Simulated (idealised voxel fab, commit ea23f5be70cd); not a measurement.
You're looking at the process module voxel local oxidation.
Xsec cut, 275 nm wide, square cell size 5 nm.
Cross-section layout: square cells on a grid; listed as bands, top to bottom; a band spans one or more cell rows.
Per band: top height and bottom height in nm, followed by the left-to-right materials and their widths in nm; "everywhere" marks a single material spanning edge to edge, "air" marks empty space.
Counting heights begins at 0, where everything beneath is, in the wafer as received, one material. The lowest band has no bottom; it goes on downwards, as "0 nm and below" shows.
Width: "30 to 40" (first number = top row, second number = bottom row, same change from row to row of cells).
"remains unaltered" after a step means that no cell of the cross-section changed.
Voids not open to the top, 8 cells minimum: see "Closed-off voids". Written width x height at distance; distance is from the left edge; nm.
On each step's line, the part that comes after the settings is the simulator's own comment on the step.
overlay nm, on a step with a mask: how far to the right of its planned place the mask lay; to the left if negative

These are the steps we planned for the process
1) RECEIVE [material Si]
2) CONFORMAL_DEP [material SiO2] [thk nm 5]
3) CONFORMAL_DEP [material SiN] [thk nm 15]
4) PATTERN [tone cover] [mask id ACTIVE] [material resist] [width nm 95] [pitch nm 130] [thk nm 20] [overlay nm 0]
5) DIRECTIONAL_ETCH [etch materials SiN] [depth nm 15]
6) STRIP [etch materials resist]
7) SELECTIVE_ETCH [etch materials SiO2] [depth nm 5]
8) OXIDIZE [depth nm 15]
9) STRIP [etch materials SiN]

Cross-section of the incoming wafer, state after step 1
> 0 nm and below  Si everywhere
> Closed-off voids: none

Sectioned view, first of two wafers, at the close of the module, processed as intended in the plan
> 5 nm to 0 nm  air 30 nm, SiO2 85 nm, air 45 nm, SiO2 85 nm, air 30 nm
> 0 nm to -15 nm  SiO2 45 nm, Si 55 nm, SiO2 75 nm, Si 55 nm, SiO2 45 nm
> -15 nm and below  Si everywhere
> Closed-off voids: none

The second wafer, shown in cross-section after the module: started the same way as the first and given the same plan, yet one mistake crept into how it was run
> 5 nm to 0 nm  air 25 nm, SiO2 85 nm, air 45 nm, SiO2 85 nm, air 35 nm
> 0 nm to -15 nm  SiO2 40 nm, Si 55 nm, SiO2 75 nm, Si 55 nm, SiO2 50 nm
> -15 nm and below  Si everywhere
> Closed-off voids: none
Nonconformance to the process plan: step 4 was not run as planned; what actually ran was PATTERN [tone cover] [mask id ACTIVE] [material resist] [width nm 95] [pitch nm 130] [thk nm 20] [overlay nm -5]
Matching per-material cell counts, mismatched positions: that is how the second wafer compares with the first at the end.
